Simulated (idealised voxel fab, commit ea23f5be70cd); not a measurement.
process module | voxel air gaps
cross-section cut | 175 nm wide | cells 5 nm
A cross-section is a grid of square cells, given in bands from the top down. A band is one or more rows of cells.
Each band's line starts with the height of the band's top and of its bottom, in nm. Then come its materials from left to right, each with its width in nm. One material with "throughout" fills the band from edge to edge. "air" is empty space.
Height 0 is the level under which the wafer as received is all one material. The lowest band goes on downwards, as in "0 down".
A width such as "30 to 40" changes by the same amount from each row of cells to the next, from the band's top row to its bottom row.
"no change" after a step means that no cell of the cross-section changed.
closed voids: empty space of 8 cells or more with no open way to the top, each as width x height at its distance from the left edge, in nm
after a step's settings: what the simulator itself notes on the step
overlay nm, on a step with a mask: how far to the right of its planned place the mask lay; to the left if negative
plan
1 op RECEIVE | material Si
2 op CONFORMAL_DEP | material SiO2 | thk nm 15
3 op CONFORMAL_DEP | material SiN | thk nm 5
4 op DIRECTIONAL_DEP | material SiO2 | thk nm 35
5 op MASKED_ETCH | tone open | mask id LINES | width nm 15 | pitch nm 40 | etch materials SiO2 | depth nm 35 | overlay nm 0
6 op CONFORMAL_DEP | material TiN | thk nm 5
7 op FILL_DEP | material Cu | thk nm 10
8 op CMP | height nm 55
9 op EPI | material Ru | thk nm 10
10 op SELECTIVE_ETCH | etch materials SiO2 | depth nm 45
11 op CONFORMAL_DEP | material SiCN | thk nm 5
first wafer, as planned
as received, after step 1
  0 down: Si throughout
  closed voids: none
after step 2
  15 to 0: SiO2 throughout
  below 0: unchanged
after step 3
  20 to 15: SiN throughout
  below 15: unchanged
after step 4
  55 to 20: SiO2 throughout
  below 20: unchanged
after step 5
  55 to 20: SiO2 20 | air 15 | SiO2 25 | air 15 | SiO2 25 | air 15 | SiO2 25 | air 15 | SiO2 20
  below 20: unchanged
after step 6
  60 to 55: TiN 25 | air 5 | TiN 35 | air 5 | TiN 35 | air 5 | TiN 35 | air 5 | TiN 25
  55 to 25: SiO2 20 | TiN 5 | air 5 | TiN 5 | SiO2 25 | TiN 5 | air 5 | TiN 5 | SiO2 25 | TiN 5 | air 5 | TiN 5 | SiO2 25 | TiN 5 | air 5 | TiN 5 | SiO2 20
  25 to 20: SiO2 20 | TiN 15 | SiO2 25 | TiN 15 | SiO2 25 | TiN 15 | SiO2 25 | TiN 15 | SiO2 20
  below 20: unchanged
after step 7
  70 to 60: Cu throughout
  60 to 55: TiN 25 | Cu 5 | TiN 35 | Cu 5 | TiN 35 | Cu 5 | TiN 35 | Cu 5 | TiN 25
  55 to 25: SiO2 20 | TiN 5 | Cu 5 | TiN 5 | SiO2 25 | TiN 5 | Cu 5 | TiN 5 | SiO2 25 | TiN 5 | Cu 5 | TiN 5 | SiO2 25 | TiN 5 | Cu 5 | TiN 5 | SiO2 20
  below 25: unchanged
after step 8
  55 to 25: SiO2 20 | TiN 5 | Cu 5 | TiN 5 | SiO2 25 | TiN 5 | Cu 5 | TiN 5 | SiO2 25 | TiN 5 | Cu 5 | TiN 5 | SiO2 25 | TiN 5 | Cu 5 | TiN 5 | SiO2 20
  below 25: unchanged
after step 9
  65 to 55: air 10 | Ru 35 | air 5 | Ru 35 | air 5 | Ru 35 | air 5 | Ru 35 | air 10
  below 55: unchanged
after step 10
  65 to 55: air 10 | Ru 35 | air 5 | Ru 35 | air 5 | Ru 35 | air 5 | Ru 35 | air 10
  55 to 25: air 20 | TiN 5 | Cu 5 | TiN 5 | air 25 | TiN 5 | Cu 5 | TiN 5 | air 25 | TiN 5 | Cu 5 | TiN 5 | air 25 | TiN 5 | Cu 5 | TiN 5 | air 20
  25 to 20: air 20 | TiN 15 | air 25 | TiN 15 | air 25 | TiN 15 | air 25 | TiN 15 | air 20
  below 20: unchanged
after step 11
  70 to 65: air 5 | SiCN 165 | air 5
  65 to 55: air 5 | SiCN 5 | Ru 35 | SiCN 5 | Ru 35 | SiCN 5 | Ru 35 | SiCN 5 | Ru 35 | SiCN 5 | air 5
  55 to 50: air 5 | SiCN 15 | TiN 5 | Cu 5 | TiN 5 | SiCN 25 | TiN 5 | Cu 5 | TiN 5 | SiCN 25 | TiN 5 | Cu 5 | TiN 5 | SiCN 25 | TiN 5 | Cu 5 | TiN 5 | SiCN 15 | air 5
  50 to 25: air 15 | SiCN 5 | TiN 5 | Cu 5 | TiN 5 | SiCN 5 | air 15 | SiCN 5 | TiN 5 | Cu 5 | TiN 5 | SiCN 5 | air 15 | SiCN 5 | TiN 5 | Cu 5 | TiN 5 | SiCN 5 | air 15 | SiCN 5 | TiN 5 | Cu 5 | TiN 5 | SiCN 5 | air 15
  25 to 20: SiCN 20 | TiN 15 | SiCN 25 | TiN 15 | SiCN 25 | TiN 15 | SiCN 25 | TiN 15 | SiCN 20
  below 20: unchanged
  closed voids: 15 x 25 at 40; 15 x 25 at 80; 15 x 25 at 120
second wafer: like start, like plan, one mistake. Through step 4 it matches the first wafer
when step 5 should have ended
  55 to 20: air 20 | SiO2 15 | air 25 | SiO2 15 | air 25 | SiO2 15 | air 25 | SiO2 15 | air 20
  below 20: unchanged
when step 6 should have ended
  60 to 55: air 15 | TiN 25 | air 15 | TiN 25 | air 15 | TiN 25 | air 15 | TiN 25 | air 15
  55 to 25: air 15 | TiN 5 | SiO2 15 | TiN 5 | air 15 | TiN 5 | SiO2 15 | TiN 5 | air 15 | TiN 5 | SiO2 15 | TiN 5 | air 15 | TiN 5 | SiO2 15 | TiN 5 | air 15
  25 to 20: TiN 20 | SiO2 15 | TiN 25 | SiO2 15 | TiN 25 | SiO2 15 | TiN 25 | SiO2 15 | TiN 20
  below 20: unchanged
when step 7 should have ended
  70 to 60: Cu throughout
  60 to 55: Cu 15 | TiN 25 | Cu 15 | TiN 25 | Cu 15 | TiN 25 | Cu 15 | TiN 25 | Cu 15
  55 to 25: Cu 15 | TiN 5 | SiO2 15 | TiN 5 | Cu 15 | TiN 5 | SiO2 15 | TiN 5 | Cu 15 | TiN 5 | SiO2 15 | TiN 5 | Cu 15 | TiN 5 | SiO2 15 | TiN 5 | Cu 15
  below 25: unchanged
when step 8 should have ended
  55 to 25: Cu 15 | TiN 5 | SiO2 15 | TiN 5 | Cu 15 | TiN 5 | SiO2 15 | TiN 5 | Cu 15 | TiN 5 | SiO2 15 | TiN 5 | Cu 15 | TiN 5 | SiO2 15 | TiN 5 | Cu 15
  below 25: unchanged
when step 9 should have ended
  65 to 55: Ru throughout
  below 55: unchanged
when step 10 should have ended: no change
when step 11 should have ended
  70 to 65: SiCN throughout
  below 65: unchanged
what went wrong: step 5 ran as: op MASKED_ETCH | tone cover | mask id LINES | width nm 15 | pitch nm 40 | etch materials SiO2 | depth nm 35 | overlay nm 0
at the end the second wafer has, in cells: 66 more of Cu | 14 more of Ru | 92 fewer of SiCN | 84 more of SiO2 | 11 more of TiN
closed voids at the end (first wafer, second wafer): 3, 0
